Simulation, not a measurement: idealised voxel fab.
Process module under the name voxel double patterning
Cross-section cut spans 200 nm and uses square cells 5 nm in size.
Format of a cross-section: grid, square cells. Given as bands. Order: top down. Band: one or more rows of cells.
First you get the band's top height and its bottom height, in nm, and then the materials it's made of, left to right, with each width in nm. If you see a single material with "edge to edge", that one covers the band edge to edge. "empty" is empty space.
A quick word on heights: they are counted from 0, and under that level the wafer as it came to us is one material throughout. The lowest band is different from the rest in having no bottom; it simply continues downward, written as in "0..down".
A two-number width, for instance "30..40", indicates that the width is equal to the first number in the top row of the band and to the second number in the bottom row, and that it changes by a constant amount per row of cells.
"nothing altered" -> step changed no cross-section cell.
In "Encapsulated voids" the enclosed voids are listed, meaning empty spaces of 8 cells or larger without any opening to the top. The form is width x height at distance, distance from the left edge, units nm.
Read whatever lies past the settings on a step's line as the simulator's own remark about the step.
On any step carrying a mask, the "overlay nm" setting, if present on the step's line, tells how far right of its planned place the mask lay; negative values point to the left.
**Steps in the process plan**
1: RECEIVE,material Si
2: CONFORMAL_DEP,material SiO2,thk nm 10
3: DIRECTIONAL_DEP,material W,thk nm 20
4: DIRECTIONAL_DEP,material SiN,thk nm 5
5: PATTERN,tone open,mask id FIRST,material resist,width nm 15,pitch nm 50,thk nm 20,overlay nm 0
6: DIRECTIONAL_ETCH,etch materials SiN,depth nm 5
7: STRIP,etch materials resist
8: PATTERN,tone open,mask id SECOND,material resist,width nm 15,pitch nm 50,thk nm 15,overlay nm 0
9: DIRECTIONAL_ETCH,etch materials SiN,depth nm 5
10: STRIP,etch materials resist
11: DIRECTIONAL_ETCH,etch materials W,depth nm 20
12: STRIP,etch materials SiN
**The first of a set of two wafers, run to plan**
**The cross-section here shows the wafer as received, i.e. in its state after step 1**
	0..down: Si edge to edge
	Encapsulated voids: none
**Wafer xsec, post step 2**
	10..0: SiO2 edge to edge
	Nothing below the height 0 has changed.
**Wafer xsec, post step 3**
	30..10: W edge to edge
	Nothing below the height 10 has changed.
**Wafer xsec, post step 4**
	35..30: SiN edge to edge
	Nothing below the height 30 has changed.
**Wafer xsec, post step 5**
	55..35: 40 resist | 15 empty | 35 resist | 15 empty | 35 resist | 15 empty | 45 resist
	Nothing below the height 35 has changed.
**Wafer xsec, post step 6**
	55..35: 40 resist | 15 empty | 35 resist | 15 empty | 35 resist | 15 empty | 45 resist
	35..30: 40 SiN | 15 empty | 35 SiN | 15 empty | 35 SiN | 15 empty | 45 SiN
	Nothing below the height 30 has changed.
**Wafer xsec, post step 7**
	35..30: 40 SiN | 15 empty | 35 SiN | 15 empty | 35 SiN | 15 empty | 45 SiN
	Nothing below the height 30 has changed.
**Wafer xsec, post step 8**
	50..35: 65 resist | 15 empty | 35 resist | 15 empty | 70 resist
	35..30: 40 SiN | 15 resist | 35 SiN | 15 resist | 35 SiN | 15 resist | 45 SiN
	Nothing below the height 30 has changed.
**Wafer xsec, post step 9**
	50..35: 65 resist | 15 empty | 35 resist | 15 empty | 70 resist
	35..30: 40 SiN | 15 resist | 10 SiN | 15 empty | 10 SiN | 15 resist | 10 SiN | 15 empty | 10 SiN | 15 resist | 45 SiN
	Nothing below the height 30 has changed.
**Wafer xsec, post step 10**
	35..30: 40 SiN | 15 empty | 10 SiN | 15 empty | 10 SiN | 15 empty | 10 SiN | 15 empty | 10 SiN | 15 empty | 45 SiN
	Nothing below the height 30 has changed.
**Wafer xsec, post step 11**
	35..30: 40 SiN | 15 empty | 10 SiN | 15 empty | 10 SiN | 15 empty | 10 SiN | 15 empty | 10 SiN | 15 empty | 45 SiN
	30..10: 40 W | 15 empty | 10 W | 15 empty | 10 W | 15 empty | 10 W | 15 empty | 10 W | 15 empty | 45 W
	Nothing below the height 10 has changed.
**Wafer xsec, post step 12**
	30..10: 40 W | 15 empty | 10 W | 15 empty | 10 W | 15 empty | 10 W | 15 empty | 10 W | 15 empty | 45 W
	Nothing below the height 10 has changed.
**Second wafer: same start and same plan as the first, one execution error; identical to the first through step 3**
**Second wafer, section view, time point: scheduled end of step 4**
	35..30: SiO2 edge to edge
	Nothing below the height 30 has changed.
**Second wafer, section view, time point: scheduled end of step 5**
	55..35: 40 resist | 15 empty | 35 resist | 15 empty | 35 resist | 15 empty | 45 resist
	Nothing below the height 35 has changed.
Second wafer, section view, time point: scheduled end of step 6: nothing altered
**Second wafer, section view, time point: scheduled end of step 7**
	35..30: SiO2 edge to edge
	Nothing below the height 30 has changed.
**Second wafer, section view, time point: scheduled end of step 8**
	50..35: 65 resist | 15 empty | 35 resist | 15 empty | 70 resist
	Nothing below the height 35 has changed.
Second wafer, section view, time point: scheduled end of step 9: nothing altered
**Second wafer, section view, time point: scheduled end of step 10**
	35..30: SiO2 edge to edge
	Nothing below the height 30 has changed.
Second wafer, section view, time point: scheduled end of step 11: nothing altered
Second wafer, section view, time point: scheduled end of step 12: nothing altered
What went wrong in running the wafer? step 4, actual vs plan mismatch, actual run DIRECTIONAL_DEP,material SiO2,thk nm 5
at the end the second wafer has, in cells: +40 SiO2; +60 W
